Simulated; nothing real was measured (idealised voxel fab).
process module | voxel quadruple lines
cross-section cut | 220 nm wide | cells 5 nm
A cross-section is a grid of square cells, given in bands from the top down. A band is one or more rows of cells.
Each band's line starts with the height of the band's top and of its bottom, in nm. Then come its materials from left to right, each with its width in nm. One material with "throughout" fills the band from edge to edge. "air" is empty space.
Height 0 is the level under which the wafer as received is all one material. The lowest band goes on downwards, as in "0 down".
A width such as "30 to 40" changes by the same amount from each row of cells to the next, from the band's top row to its bottom row.
"no change" after a step means that no cell of the cross-section changed.
closed voids: empty space of 8 cells or more with no open way to the top, each as width x height at its distance from the left edge, in nm
after a step's settings: what the simulator itself notes on the step
overlay nm, on a step with a mask: how far to the right of its planned place the mask lay; to the left if negative
plan
1 op RECEIVE | material Si
2 op CONFORMAL_DEP | material SiO2 | thk nm 5
3 op DIRECTIONAL_DEP | material W | thk nm 15
4 op DIRECTIONAL_DEP | material polySi | thk nm 20
5 op DIRECTIONAL_DEP | material aC | thk nm 20
6 op PATTERN | tone cover | mask id MANDREL | material resist | width nm 25 | thk nm 30 | overlay nm 0
7 op DIRECTIONAL_ETCH | etch materials aC | depth nm 20
8 op STRIP | etch materials resist
9 op CONFORMAL_DEP | material SiO2 | thk nm 15
10 op DIRECTIONAL_ETCH | etch materials SiO2 | depth nm 15
11 op STRIP | etch materials aC
12 op DIRECTIONAL_ETCH | etch materials polySi | depth nm 20
13 op STRIP | etch materials SiO2
14 op CONFORMAL_DEP | material SiCN | thk nm 5
15 op DIRECTIONAL_ETCH | etch materials SiCN | depth nm 5
16 op STRIP | etch materials polySi
17 op DIRECTIONAL_ETCH | etch materials W | depth nm 15
18 op STRIP | etch materials SiCN
19 op FILL_DEP | material lowk | thk nm 10
20 op CMP | height nm 20
first wafer, as planned
as received, after step 1
  0 down: Si throughout
  closed voids: none
after step 2
  5 to 0: SiO2 throughout
  below 0: unchanged
after step 3
  20 to 5: W throughout
  below 5: unchanged
after step 4
  40 to 20: polySi throughout
  below 20: unchanged
after step 5
  60 to 40: aC throughout
  below 40: unchanged
after step 6
  90 to 60: air 95 | resist 25 | air 100
  below 60: unchanged
after step 7
  70 to 60: air 95 | resist 25 | air 100
  60 to 40: air 95 | aC 25 | air 100
  below 40: unchanged
after step 8
  60 to 40: air 95 | aC 25 | air 100
  below 40: unchanged
after step 9
  75 to 60: air 80 | SiO2 55 | air 85
  60 to 55: air 80 | SiO2 15 | aC 25 | SiO2 15 | air 85
  55 to 40: SiO2 95 | aC 25 | SiO2 100
  below 40: unchanged
after step 10
  60 to 40: air 80 | SiO2 15 | aC 25 | SiO2 15 | air 85
  below 40: unchanged
after step 11
  60 to 40: air 80 | SiO2 15 | air 25 | SiO2 15 | air 85
  below 40: unchanged
after step 12
  60 to 40: air 80 | SiO2 15 | air 25 | SiO2 15 | air 85
  40 to 20: air 80 | polySi 15 | air 25 | polySi 15 | air 85
  below 20: unchanged
after step 13
  40 to 20: air 80 | polySi 15 | air 25 | polySi 15 | air 85
  below 20: unchanged
after step 14
  45 to 40: air 75 | SiCN 25 | air 15 | SiCN 25 | air 80
  40 to 25: air 75 | SiCN 5 | polySi 15 | SiCN 5 | air 15 | SiCN 5 | polySi 15 | SiCN 5 | air 80
  25 to 20: SiCN 80 | polySi 15 | SiCN 25 | polySi 15 | SiCN 85
  below 20: unchanged
after step 15
  40 to 20: air 75 | SiCN 5 | polySi 15 | SiCN 5 | air 15 | SiCN 5 | polySi 15 | SiCN 5 | air 80
  below 20: unchanged
after step 16
  40 to 20: air 75 | SiCN 5 | air 15 | SiCN 5 | air 15 | SiCN 5 | air 15 | SiCN 5 | air 80
  below 20: unchanged
after step 17
  40 to 20: air 75 | SiCN 5 | air 15 | SiCN 5 | air 15 | SiCN 5 | air 15 | SiCN 5 | air 80
  20 to 5: air 75 | W 5 | air 15 | W 5 | air 15 | W 5 | air 15 | W 5 | air 80
  below 5: unchanged
after step 18
  20 to 5: air 75 | W 5 | air 15 | W 5 | air 15 | W 5 | air 15 | W 5 | air 80
  below 5: unchanged
after step 19
  30 to 20: lowk throughout
  20 to 5: lowk 75 | W 5 | lowk 15 | W 5 | lowk 15 | W 5 | lowk 15 | W 5 | lowk 80
  below 5: unchanged
after step 20
  20 to 5: lowk 75 | W 5 | lowk 15 | W 5 | lowk 15 | W 5 | lowk 15 | W 5 | lowk 80
  below 5: unchanged
second wafer: like start, like plan, one mistake. Through step 19 it matches the first wafer
when step 20 should have ended
  20 to 5: lowk 75 | W 5 | lowk 15 | W 5 | lowk 15 | W 5 | lowk 15 | W 5 | lowk 80
  below 5: unchanged
what went wrong: step 20 was run twice
at the end the two cross-sections are the same: no effect in what this model computes
